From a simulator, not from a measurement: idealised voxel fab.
Process module in this document: voxel self aligned vias
cross-section cut | 225 nm wide | cells 5 nm
Square cells in a grid make up a cross-section in this document, and the grid is given as bands, listed from the top down, each one or more rows of cells.
For a band, the entry starts with two heights in nm, that of the top and then that of the bottom, and carries on with the band's materials in order from left to right, each alongside its width in nm; the word "all across" beside a single material means it fills the band edge to edge, and "blank" means empty space.
It should be noted that heights are counted from 0, beneath which the wafer as supplied is of one material throughout, and that the lowest band possesses no lower boundary but continues downward, as written in "0 and below".
Note: "30 to 40" means the width goes from the first number (top row of the band) to the second number (bottom row) in equal steps per row of cells.
Step note "remained the same" = no cross-section cell changed.
Empty spaces counting at least 8 cells and having no open way to the top are listed in "Enclosed empty spaces". The notation width x height at distance is used for each, the distance being from the left edge and all three values in nm.
Text after the settings on a step's line: the simulator's own remark on that step.
When a step includes a mask, the "overlay nm" setting on its line states how far to the right of its planned place that mask lay, and negative values state how far to the left.

Here's what the planned process steps look like
- 1: RECEIVE,material Si
- 2: CONFORMAL_DEP,material SiO2,thk nm 10
- 3: CONFORMAL_DEP,material SiCN,thk nm 5
- 4: DIRECTIONAL_DEP,material lowk,thk nm 20
- 5: MASKED_ETCH,tone open,mask id LINES,width nm 30,pitch nm 55,etch materials lowk,depth nm 20,overlay nm 0
- 6: CONFORMAL_DEP,material TiN,thk nm 5
- 7: FILL_DEP,material Ru,thk nm 10
- 8: CMP,height nm 35
- 9: SELECTIVE_ETCH,etch materials W Ru TiN,depth nm 5
- 10: FILL_DEP,material SiN,thk nm 5
- 11: CMP,height nm 35
- 12: DIRECTIONAL_DEP,material lowk,thk nm 15
- 13: DIRECTIONAL_DEP,material aC,thk nm 10
- 14: PATTERN,tone open,mask id VIAS,material resist,width nm 40,pitch nm 55,thk nm 30,overlay nm 0
- 15: DIRECTIONAL_ETCH,etch materials aC,depth nm 10
- 16: STRIP,etch materials resist
- 17: DIRECTIONAL_ETCH,etch materials lowk,depth nm 15
- 18: DIRECTIONAL_ETCH,etch materials SiN,depth nm 5
- 19: STRIP,etch materials aC
- 20: CONFORMAL_DEP,material TiN,thk nm 5
- 21: FILL_DEP,material Ru,thk nm 10
- 22: CMP,height nm 50
- 23: CONFORMAL_DEP,material SiN,thk nm 5

The following pertains to the first of two wafers, which was processed as planned

Step 1 complete: cross-section of the wafer as received
* 0 and below | Si all across
* Enclosed empty spaces: none

How the wafer stands in section after step 2
* 10 down to 0 | SiO2 all across
* Below a height of 0, the structure has not been altered.

How the wafer stands in section after step 3
* 15 down to 10 | SiCN all across
* Below a height of 10, the structure has not been altered.

How the wafer stands in section after step 4
* 35 down to 15 | lowk all across
* Below a height of 15, the structure has not been altered.

How the wafer stands in section after step 5
* 35 down to 15 | 40 nm lowk | 30 nm blank | 25 nm lowk | 30 nm blank | 25 nm lowk | 30 nm blank | 45 nm lowk
* Below a height of 15, the structure has not been altered.

How the wafer stands in section after step 6
* 40 down to 35 | 45 nm TiN | 20 nm blank | 35 nm TiN | 20 nm blank | 35 nm TiN | 20 nm blank | 50 nm TiN
* 35 down to 20 | 40 nm lowk | 5 nm TiN | 20 nm blank | 5 nm TiN | 25 nm lowk | 5 nm TiN | 20 nm blank | 5 nm TiN | 25 nm lowk | 5 nm TiN | 20 nm blank | 5 nm TiN | 45 nm lowk
* 20 down to 15 | 40 nm lowk | 30 nm TiN | 25 nm lowk | 30 nm TiN | 25 nm lowk | 30 nm TiN | 45 nm lowk
* Below a height of 15, the structure has not been altered.

How the wafer stands in section after step 7
* 50 down to 40 | Ru all across
* 40 down to 35 | 45 nm TiN | 20 nm Ru | 35 nm TiN | 20 nm Ru | 35 nm TiN | 20 nm Ru | 50 nm TiN
* 35 down to 20 | 40 nm lowk | 5 nm TiN | 20 nm Ru | 5 nm TiN | 25 nm lowk | 5 nm TiN | 20 nm Ru | 5 nm TiN | 25 nm lowk | 5 nm TiN | 20 nm Ru | 5 nm TiN | 45 nm lowk
* Below a height of 20, the structure has not been altered.

How the wafer stands in section after step 8
* 35 down to 20 | 40 nm lowk | 5 nm TiN | 20 nm Ru | 5 nm TiN | 25 nm lowk | 5 nm TiN | 20 nm Ru | 5 nm TiN | 25 nm lowk | 5 nm TiN | 20 nm Ru | 5 nm TiN | 45 nm lowk
* Below a height of 20, the structure has not been altered.

How the wafer stands in section after step 9
* 35 down to 30 | 40 nm lowk | 30 nm blank | 25 nm lowk | 30 nm blank | 25 nm lowk | 30 nm blank | 45 nm lowk
* Below a height of 30, the structure has not been altered.

How the wafer stands in section after step 10
* 40 down to 35 | SiN all across
* 35 down to 30 | 40 nm lowk | 30 nm SiN | 25 nm lowk | 30 nm SiN | 25 nm lowk | 30 nm SiN | 45 nm lowk
* Below a height of 30, the structure has not been altered.

How the wafer stands in section after step 11
* 35 down to 30 | 40 nm lowk | 30 nm SiN | 25 nm lowk | 30 nm SiN | 25 nm lowk | 30 nm SiN | 45 nm lowk
* Below a height of 30, the structure has not been altered.

How the wafer stands in section after step 12
* 50 down to 35 | lowk all across
* Below a height of 35, the structure has not been altered.

How the wafer stands in section after step 13
* 60 down to 50 | aC all across
* Below a height of 50, the structure has not been altered.

How the wafer stands in section after step 14
* 90 down to 60 | 35 nm resist | 40 nm blank | 15 nm resist | 40 nm blank | 15 nm resist | 40 nm blank | 40 nm resist
* Below a height of 60, the structure has not been altered.

How the wafer stands in section after step 15
* 80 down to 60 | 35 nm resist | 40 nm blank | 15 nm resist | 40 nm blank | 15 nm resist | 40 nm blank | 40 nm resist
* 60 down to 50 | 35 nm aC | 40 nm blank | 15 nm aC | 40 nm blank | 15 nm aC | 40 nm blank | 40 nm aC
* Below a height of 50, the structure has not been altered.

How the wafer stands in section after step 16
* 60 down to 50 | 35 nm aC | 40 nm blank | 15 nm aC | 40 nm blank | 15 nm aC | 40 nm blank | 40 nm aC
* Below a height of 50, the structure has not been altered.

How the wafer stands in section after step 17
* 60 down to 50 | 35 nm aC | 40 nm blank | 15 nm aC | 40 nm blank | 15 nm aC | 40 nm blank | 40 nm aC
* 50 down to 35 | 35 nm lowk | 40 nm blank | 15 nm lowk | 40 nm blank | 15 nm lowk | 40 nm blank | 40 nm lowk
* Below a height of 35, the structure has not been altered.

How the wafer stands in section after step 18
* 60 down to 50 | 35 nm aC | 40 nm blank | 15 nm aC | 40 nm blank | 15 nm aC | 40 nm blank | 40 nm aC
* 50 down to 35 | 35 nm lowk | 40 nm blank | 15 nm lowk | 40 nm blank | 15 nm lowk | 40 nm blank | 40 nm lowk
* 35 down to 30 | 40 nm lowk | 30 nm blank | 25 nm lowk | 30 nm blank | 25 nm lowk | 30 nm blank | 45 nm lowk
* Below a height of 30, the structure has not been altered.

How the wafer stands in section after step 19
* 50 down to 35 | 35 nm lowk | 40 nm blank | 15 nm lowk | 40 nm blank | 15 nm lowk | 40 nm blank | 40 nm lowk
* Below a height of 35, the structure has not been altered.

How the wafer stands in section after step 20
* 55 down to 50 | 40 nm TiN | 30 nm blank | 25 nm TiN | 30 nm blank | 25 nm TiN | 30 nm blank | 45 nm TiN
* 50 down to 40 | 35 nm lowk | 5 nm TiN | 30 nm blank | 5 nm TiN | 15 nm lowk | 5 nm TiN | 30 nm blank | 5 nm TiN | 15 nm lowk | 5 nm TiN | 30 nm blank | 5 nm TiN | 40 nm lowk
* 40 down to 35 | 35 nm lowk | 10 nm TiN | 20 nm blank | 10 nm TiN | 15 nm lowk | 10 nm TiN | 20 nm blank | 10 nm TiN | 15 nm lowk | 10 nm TiN | 20 nm blank | 10 nm TiN | 40 nm lowk
* 35 down to 30 | 40 nm lowk | 30 nm TiN | 25 nm lowk | 30 nm TiN | 25 nm lowk | 30 nm TiN | 45 nm lowk
* Below a height of 30, the structure has not been altered.

How the wafer stands in section after step 21
* 65 down to 55 | Ru all across
* 55 down to 50 | 40 nm TiN | 30 nm Ru | 25 nm TiN | 30 nm Ru | 25 nm TiN | 30 nm Ru | 45 nm TiN
* 50 down to 40 | 35 nm lowk | 5 nm TiN | 30 nm Ru | 5 nm TiN | 15 nm lowk | 5 nm TiN | 30 nm Ru | 5 nm TiN | 15 nm lowk | 5 nm TiN | 30 nm Ru | 5 nm TiN | 40 nm lowk
* 40 down to 35 | 35 nm lowk | 10 nm TiN | 20 nm Ru | 10 nm TiN | 15 nm lowk | 10 nm TiN | 20 nm Ru | 10 nm TiN | 15 nm lowk | 10 nm TiN | 20 nm Ru | 10 nm TiN | 40 nm lowk
* Below a height of 35, the structure has not been altered.

How the wafer stands in section after step 22
* 50 down to 40 | 35 nm lowk | 5 nm TiN | 30 nm Ru | 5 nm TiN | 15 nm lowk | 5 nm TiN | 30 nm Ru | 5 nm TiN | 15 nm lowk | 5 nm TiN | 30 nm Ru | 5 nm TiN | 40 nm lowk
* Below a height of 40, the structure has not been altered.

How the wafer stands in section after step 23
* 55 down to 50 | SiN all across
* Below a height of 50, the structure has not been altered.

The second wafer: identical to the first at the outset and in its planned sequence, differing only in that one mistake was made during processing; up to and including step 4, its path is the first wafer's path

Second wafer, cut view, end of step 5 per plan
* 35 down to 15 | 40 nm blank | 30 nm lowk | 25 nm blank | 30 nm lowk | 25 nm blank | 30 nm lowk | 45 nm blank
* Below a height of 15, the structure has not been altered.

Second wafer, cut view, end of step 6 per plan
* 40 down to 35 | 35 nm blank | 40 nm TiN | 15 nm blank | 40 nm TiN | 15 nm blank | 40 nm TiN | 40 nm blank
* 35 down to 20 | 35 nm blank | 5 nm TiN | 30 nm lowk | 5 nm TiN | 15 nm blank | 5 nm TiN | 30 nm lowk | 5 nm TiN | 15 nm blank | 5 nm TiN | 30 nm lowk | 5 nm TiN | 40 nm blank
* 20 down to 15 | 40 nm TiN | 30 nm lowk | 25 nm TiN | 30 nm lowk | 25 nm TiN | 30 nm lowk | 45 nm TiN
* Below a height of 15, the structure has not been altered.

Second wafer, cut view, end of step 7 per plan
* 50 down to 40 | Ru all across
* 40 down to 35 | 35 nm Ru | 40 nm TiN | 15 nm Ru | 40 nm TiN | 15 nm Ru | 40 nm TiN | 40 nm Ru
* 35 down to 20 | 35 nm Ru | 5 nm TiN | 30 nm lowk | 5 nm TiN | 15 nm Ru | 5 nm TiN | 30 nm lowk | 5 nm TiN | 15 nm Ru | 5 nm TiN | 30 nm lowk | 5 nm TiN | 40 nm Ru
* Below a height of 20, the structure has not been altered.

Second wafer, cut view, end of step 8 per plan
* 35 down to 20 | 35 nm Ru | 5 nm TiN | 30 nm lowk | 5 nm TiN | 15 nm Ru | 5 nm TiN | 30 nm lowk | 5 nm TiN | 15 nm Ru | 5 nm TiN | 30 nm lowk | 5 nm TiN | 40 nm Ru
* Below a height of 20, the structure has not been altered.

Second wafer, cut view, end of step 9 per plan
* 35 down to 30 | 40 nm blank | 30 nm lowk | 25 nm blank | 30 nm lowk | 25 nm blank | 30 nm lowk | 45 nm blank
* Below a height of 30, the structure has not been altered.

Second wafer, cut view, end of step 10 per plan
* 40 down to 35 | SiN all across
* 35 down to 30 | 40 nm SiN | 30 nm lowk | 25 nm SiN | 30 nm lowk | 25 nm SiN | 30 nm lowk | 45 nm SiN
* Below a height of 30, the structure has not been altered.

Second wafer, cut view, end of step 11 per plan
* 35 down to 30 | 40 nm SiN | 30 nm lowk | 25 nm SiN | 30 nm lowk | 25 nm SiN | 30 nm lowk | 45 nm SiN
* Below a height of 30, the structure has not been altered.

Second wafer, cut view, end of step 12 per plan
* 50 down to 35 | lowk all across
* Below a height of 35, the structure has not been altered.

Second wafer, cut view, end of step 13 per plan
* 60 down to 50 | aC all across
* Below a height of 50, the structure has not been altered.

Second wafer, cut view, end of step 14 per plan
* 90 down to 60 | 35 nm resist | 40 nm blank | 15 nm resist | 40 nm blank | 15 nm resist | 40 nm blank | 40 nm resist
* Below a height of 60, the structure has not been altered.

Second wafer, cut view, end of step 15 per plan
* 80 down to 60 | 35 nm resist | 40 nm blank | 15 nm resist | 40 nm blank | 15 nm resist | 40 nm blank | 40 nm resist
* 60 down to 50 | 35 nm aC | 40 nm blank | 15 nm aC | 40 nm blank | 15 nm aC | 40 nm blank | 40 nm aC
* Below a height of 50, the structure has not been altered.

Second wafer, cut view, end of step 16 per plan
* 60 down to 50 | 35 nm aC | 40 nm blank | 15 nm aC | 40 nm blank | 15 nm aC | 40 nm blank | 40 nm aC
* Below a height of 50, the structure has not been altered.

Second wafer, cut view, end of step 17 per plan
* 60 down to 50 | 35 nm aC | 40 nm blank | 15 nm aC | 40 nm blank | 15 nm aC | 40 nm blank | 40 nm aC
* 50 down to 35 | 35 nm lowk | 40 nm blank | 15 nm lowk | 40 nm blank | 15 nm lowk | 40 nm blank | 40 nm lowk
* Below a height of 35, the structure has not been altered.

Second wafer, cut view, end of step 18 per plan
* 60 down to 50 | 35 nm aC | 40 nm blank | 15 nm aC | 40 nm blank | 15 nm aC | 40 nm blank | 40 nm aC
* 50 down to 35 | 35 nm lowk | 40 nm blank | 15 nm lowk | 40 nm blank | 15 nm lowk | 40 nm blank | 40 nm lowk
* 35 down to 30 | 35 nm SiN | 5 nm blank | 30 nm lowk | 5 nm blank | 15 nm SiN | 5 nm blank | 30 nm lowk | 5 nm blank | 15 nm SiN | 5 nm blank | 30 nm lowk | 5 nm blank | 40 nm SiN
* Below a height of 30, the structure has not been altered.

Second wafer, cut view, end of step 19 per plan
* 50 down to 35 | 35 nm lowk | 40 nm blank | 15 nm lowk | 40 nm blank | 15 nm lowk | 40 nm blank | 40 nm lowk
* Below a height of 35, the structure has not been altered.

Second wafer, cut view, end of step 20 per plan
* 55 down to 50 | 40 nm TiN | 30 nm blank | 25 nm TiN | 30 nm blank | 25 nm TiN | 30 nm blank | 45 nm TiN
* 50 down to 40 | 35 nm lowk | 5 nm TiN | 30 nm blank | 5 nm TiN | 15 nm lowk | 5 nm TiN | 30 nm blank | 5 nm TiN | 15 nm lowk | 5 nm TiN | 30 nm blank | 5 nm TiN | 40 nm lowk
* 40 down to 35 | 35 nm lowk | 40 nm TiN | 15 nm lowk | 40 nm TiN | 15 nm lowk | 40 nm TiN | 40 nm lowk
* 35 down to 30 | 35 nm SiN | 5 nm TiN | 30 nm lowk | 5 nm TiN | 15 nm SiN | 5 nm TiN | 30 nm lowk | 5 nm TiN | 15 nm SiN | 5 nm TiN | 30 nm lowk | 5 nm TiN | 40 nm SiN
* Below a height of 30, the structure has not been altered.

Second wafer, cut view, end of step 21 per plan
* 65 down to 55 | Ru all across
* 55 down to 50 | 40 nm TiN | 30 nm Ru | 25 nm TiN | 30 nm Ru | 25 nm TiN | 30 nm Ru | 45 nm TiN
* 50 down to 40 | 35 nm lowk | 5 nm TiN | 30 nm Ru | 5 nm TiN | 15 nm lowk | 5 nm TiN | 30 nm Ru | 5 nm TiN | 15 nm lowk | 5 nm TiN | 30 nm Ru | 5 nm TiN | 40 nm lowk
* Below a height of 40, the structure has not been altered.

Second wafer, cut view, end of step 22 per plan
* 50 down to 40 | 35 nm lowk | 5 nm TiN | 30 nm Ru | 5 nm TiN | 15 nm lowk | 5 nm TiN | 30 nm Ru | 5 nm TiN | 15 nm lowk | 5 nm TiN | 30 nm Ru | 5 nm TiN | 40 nm lowk
* Below a height of 40, the structure has not been altered.

Second wafer, cut view, end of step 23 per plan
* 55 down to 50 | SiN all across
* Below a height of 50, the structure has not been altered.
Deviation from plan: note that step 5 departed from the planned setting and was carried out as MASKED_ETCH,tone cover,mask id LINES,width nm 30,pitch nm 55,etch materials lowk,depth nm 20,overlay nm 0
Counted in cells at the end, the second wafer holds more or fewer of these materials than the first: 6 more of Ru | 21 more of SiN | 9 more of TiN | 36 fewer of lowk
